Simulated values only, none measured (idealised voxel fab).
This section sets out a process module, namely voxel air gaps.
In the cross-section labelled cut, the width is 175 nm and each square cell is 5 nm.
When this document writes out a cross-section, it uses a grid of square cells and lists it as bands, beginning at the top and moving down, with a band standing for one or more rows of cells. The band entry comprises the height of the band's top followed by the height of its bottom, expressed in nm, and subsequently the band's materials from left to right, each stated together with its width in nm. Where a single material is marked with the word "everywhere", that material fills the band from edge to edge. The word "blank" represents empty space. Height datum 0, below which the as-received substrate wafer is one material. Lowest band open at the bottom, running downward: "from 0 down". Top row gets the first number, bottom row gets the second, and each row in between changes by the same step: that is how a band width like "30..40" works. "no modifications" means the step left every cell of the cross-section as it was. Entry "Enclosed void catalog" = empty spaces >= 8 cells with no open way to the top; each as width x height at distance, distance from left edge, all nm. Heads up: the bit after the settings on a step's line is the simulator's remark on that step. "overlay nm", when on a step's line for a step with a mask, measures how far to the right of its planned place the mask lay; a negative measure means to the left.
So here's the lineup of process steps we planned
1) RECEIVE: material Si
2) CONFORMAL_DEP: material SiO2, thk nm 15
3) CONFORMAL_DEP: material SiCN, thk nm 5
4) DIRECTIONAL_DEP: material SiO2, thk nm 30
5) MASKED_ETCH: tone open, mask id LINES, width nm 20, pitch nm 45, etch materials SiO2, depth nm 30, overlay nm 0
6) CONFORMAL_DEP: material TiN, thk nm 5
7) FILL_DEP: material Cu, thk nm 10
8) CMP: height nm 50
9) EPI: material Ru, thk nm 10
10) SELECTIVE_ETCH: etch materials SiO2, depth nm 40
11) CONFORMAL_DEP: material SiCN, thk nm 5
Cross-sectional view of the wafer in its as-received condition, corresponding to the state after step 1
    from 0 down | Si everywhere
    Enclosed void catalog: none
Cross-section, first of two wafers, end of module, run as planned
    from 65 to 60 | blank 15, then SiCN 140, then blank 20
    from 60 to 50 | blank 15, then SiCN 5, then Ru 40, then SiCN 5, then Ru 40, then SiCN 5, then Ru 40, then SiCN 5, then blank 20
    from 50 to 45 | blank 15, then SiCN 15, then TiN 5, then Cu 10, then TiN 5, then SiCN 25, then TiN 5, then Cu 10, then TiN 5, then SiCN 25, then TiN 5, then Cu 10, then TiN 5, then SiCN 15, then blank 20
    from 45 to 25 | blank 25, then SiCN 5, then TiN 5, then Cu 10, then TiN 5, then SiCN 5, then blank 15, then SiCN 5, then TiN 5, then Cu 10, then TiN 5, then SiCN 5, then blank 15, then SiCN 5, then TiN 5, then Cu 10, then TiN 5, then SiCN 5, then blank 30
    from 25 to 20 | SiCN 30, then TiN 20, then SiCN 25, then TiN 20, then SiCN 25, then TiN 20, then SiCN 35
    from 20 to 15 | SiCN everywhere
    from 15 to 0 | SiO2 everywhere
    from 0 down | Si everywhere
    Enclosed void catalog: 15 x 20 at 55; 15 x 20 at 100
End-of-module cross-section of the second wafer: identical starting point and process plan to the first, with one processing mistake
    from 80 to 75 | SiCN everywhere
    from 75 to 65 | Ru everywhere
    from 65 to 55 | Cu everywhere
    from 55 to 50 | TiN 35, then Cu 10, then TiN 35, then Cu 10, then TiN 35, then Cu 10, then TiN 40
    from 50 to 25 | SiO2 30, then TiN 5, then Cu 10, then TiN 5, then SiO2 25, then TiN 5, then Cu 10, then TiN 5, then SiO2 25, then TiN 5, then Cu 10, then TiN 5, then SiO2 35
    from 25 to 20 | SiO2 30, then TiN 20, then SiO2 25, then TiN 20, then SiO2 25, then TiN 20, then SiO2 35
    from 20 to 15 | SiCN everywhere
    from 15 to 0 | SiO2 everywhere
    from 0 down | Si everywhere
    Enclosed void catalog: none
In executing the process, a mistake was made relative to the plan: not run: step 8 of the plan (skipped)
The final cell counts differ between the wafers, with the second having more or fewer of some materials than the first: +76 Cu | +22 Ru | -64 SiCN | +138 SiO2 | +29 TiN
So at the end we're looking at 2 closed voids on the first wafer and 0 on the second.
